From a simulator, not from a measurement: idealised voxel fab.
process module | voxel gate over fins
cross-section cut | 285 nm wide | cells 5 nm
A cross-section is a grid of square cells, given in bands from the top down. A band is one or more rows of cells.
Each band's line starts with the height of the band's top and of its bottom, in nm. Then come its materials from left to right, each with its width in nm. One material with "throughout" fills the band from edge to edge. "air" is empty space.
Height 0 is the level under which the wafer as received is all one material. The lowest band goes on downwards, as in "0 down".
A width such as "30 to 40" changes by the same amount from each row of cells to the next, from the band's top row to its bottom row.
"no change" after a step means that no cell of the cross-section changed.
closed voids: empty space of 8 cells or more with no open way to the top, each as width x height at its distance from the left edge, in nm
after a step's settings: what the simulator itself notes on the step
overlay nm, on a step with a mask: how far to the right of its planned place the mask lay; to the left if negative
plan
1 op RECEIVE | material Si
2 op CONFORMAL_DEP | material SiN | thk nm 10
3 op PATTERN | tone cover | mask id FINS | material resist | width nm 15 | pitch nm 40 | thk nm 15 | overlay nm 0
4 op DIRECTIONAL_ETCH | etch materials SiN | depth nm 10
5 op DIRECTIONAL_ETCH | etch materials Si | depth nm 30
6 op STRIP | etch materials resist
7 op FILL_DEP | material SiO2 | thk nm 5
8 op CMP | height nm 10
9 op SELECTIVE_ETCH | etch materials SiO2 | depth nm 25
10 op STRIP | etch materials SiN
11 op CONFORMAL_DEP | material HfO2 | thk nm 5
12 op CONFORMAL_DEP | material TiN | thk nm 5
13 op FILL_DEP | material W | thk nm 10
14 op CMP | height nm 15
15 op CONFORMAL_DEP | material SiCN | thk nm 10
varied across the wafers: thk nm of step 11. The plan shows the first wafer's value. All wafers start alike
first wafer as received, after step 1
  0 down: Si throughout
  closed voids: none
first wafer at the end, after step 15
  25 to 15: SiCN throughout
  15 to 10: W throughout
  10 to 5: W 105 | TiN 35 | W 5 | TiN 35 | W 105
  5 to 0: W 105 | TiN 5 | HfO2 25 | TiN 5 | W 5 | TiN 5 | HfO2 25 | TiN 5 | W 105
  0 to -5: W 105 | TiN 5 | HfO2 5 | Si 15 | HfO2 5 | TiN 5 | W 5 | TiN 5 | HfO2 5 | Si 15 | HfO2 5 | TiN 5 | W 105
  -5 to -10: TiN 110 | HfO2 5 | Si 15 | HfO2 5 | TiN 15 | HfO2 5 | Si 15 | HfO2 5 | TiN 110
  -10 to -15: HfO2 115 | Si 15 | HfO2 25 | Si 15 | HfO2 115
  -15 to -30: SiO2 115 | Si 15 | SiO2 25 | Si 15 | SiO2 115
  -30 down: Si throughout
  closed voids: none
last wafer at the end
  25 to 15: SiCN throughout
  15 to 10: W 90 | TiN 5 | HfO2 95 | TiN 5 | W 90
  10 to 5: TiN 95 | HfO2 95 | TiN 95
  5 to 0: HfO2 throughout
  0 to -15: HfO2 115 | Si 15 | HfO2 25 | Si 15 | HfO2 115
  -15 to -30: SiO2 115 | Si 15 | SiO2 25 | Si 15 | SiO2 115
  -30 down: Si throughout
  closed voids: none
each wafer at the end: cells of each material gained (+) or lost (-) since it was received, then its closed voids
thk nm 5 | +69 HfO2 | -306 Si | +114 SiCN | +153 SiO2 | +69 TiN | +186 W | closed voids: none
thk nm 10 | +138 HfO2 | -306 Si | +114 SiCN | +153 SiO2 | +66 TiN | +120 W | closed voids: none
thk nm 15 | +204 HfO2 | -306 Si | +114 SiCN | +153 SiO2 | +44 TiN | +76 W | closed voids: none
thk nm 20 | +248 HfO2 | -306 Si | +114 SiCN | +153 SiO2 | +40 TiN | +36 W | closed voids: none
